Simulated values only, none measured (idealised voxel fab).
process module | voxel ribs on slabs
cross-section cut | 275 nm wide | cells 5 nm
A cross-section is a grid of square cells, given in bands from the top down. A band is one or more rows of cells.
Each band's line starts with the height of the band's top and of its bottom, in nm. Then come its materials from left to right, each with its width in nm. One material with "throughout" fills the band from edge to edge. "air" is empty space.
Height 0 is the level under which the wafer as received is all one material. The lowest band goes on downwards, as in "0 down".
A width such as "30 to 40" changes by the same amount from each row of cells to the next, from the band's top row to its bottom row.
"no change" after a step means that no cell of the cross-section changed.
closed voids: empty space of 8 cells or more with no open way to the top, each as width x height at its distance from the left edge, in nm
after a step's settings: what the simulator itself notes on the step
overlay nm, on a step with a mask: how far to the right of its planned place the mask lay; to the left if negative
plan
1 op RECEIVE | material Si
2 op DIRECTIONAL_DEP | material SiO2 | thk nm 20
3 op DIRECTIONAL_DEP | material polySi | thk nm 15
4 op DIRECTIONAL_DEP | material aC | thk nm 15
5 op PATTERN | tone cover | mask id RIB | material resist | width nm 15 | thk nm 30 | overlay nm 0
6 op DIRECTIONAL_ETCH | etch materials aC | depth nm 15
7 op STRIP | etch materials resist
8 op DIRECTIONAL_ETCH | etch materials polySi | depth nm 10
9 op STRIP | etch materials aC
10 op MASKED_ETCH | tone cover | mask id SLAB | width nm 75 | etch materials polySi | depth nm 5 | overlay nm 0
11 op FILL_DEP | material SiO2 | thk nm 15
12 op CMP | height nm 45
13 op DIRECTIONAL_DEP | material W | thk nm 10
14 op MASKED_ETCH | tone cover | mask id HEATER | width nm 25 | etch materials W | depth nm 10 | overlay nm 0
15 op CONFORMAL_DEP | material SiO2 | thk nm 5
first wafer, as planned
as received, after step 1
  0 down: Si throughout
  closed voids: none
after step 2
  20 to 0: SiO2 throughout
  below 0: unchanged
after step 3
  35 to 20: polySi throughout
  below 20: unchanged
after step 4
  50 to 35: aC throughout
  below 35: unchanged
after step 5
  80 to 50: air 130 | resist 15 | air 130
  below 50: unchanged
after step 6
  65 to 50: air 130 | resist 15 | air 130
  50 to 35: air 130 | aC 15 | air 130
  below 35: unchanged
after step 7
  50 to 35: air 130 | aC 15 | air 130
  below 35: unchanged
after step 8
  50 to 35: air 130 | aC 15 | air 130
  35 to 25: air 130 | polySi 15 | air 130
  below 25: unchanged
after step 9
  35 to 25: air 130 | polySi 15 | air 130
  below 25: unchanged
after step 10
  35 to 25: air 130 | polySi 15 | air 130
  25 to 20: air 100 | polySi 75 | air 100
  below 20: unchanged
after step 11
  50 to 35: SiO2 throughout
  35 to 25: SiO2 130 | polySi 15 | SiO2 130
  25 to 20: SiO2 100 | polySi 75 | SiO2 100
  below 20: unchanged
after step 12
  45 to 35: SiO2 throughout
  below 35: unchanged
after step 13
  55 to 45: W throughout
  below 45: unchanged
after step 14
  55 to 45: air 125 | W 25 | air 125
  below 45: unchanged
after step 15
  60 to 55: air 120 | SiO2 35 | air 120
  55 to 50: air 120 | SiO2 5 | W 25 | SiO2 5 | air 120
  50 to 45: SiO2 125 | W 25 | SiO2 125
  below 45: unchanged
second wafer: like start, like plan, one mistake. Through step 13 it matches the first wafer
when step 14 should have ended
  55 to 50: air 125 | W 25 | air 125
  below 50: unchanged
when step 15 should have ended
  60 to 55: air 120 | SiO2 35 | air 120
  55 to 50: SiO2 125 | W 25 | SiO2 125
  below 50: unchanged
what went wrong: step 14 ran as: op MASKED_ETCH | tone cover | mask id HEATER | width nm 25 | etch materials W | depth nm 5 | overlay nm 0
at the end the second wafer has, in cells: 2 fewer of SiO2 | 50 more of W
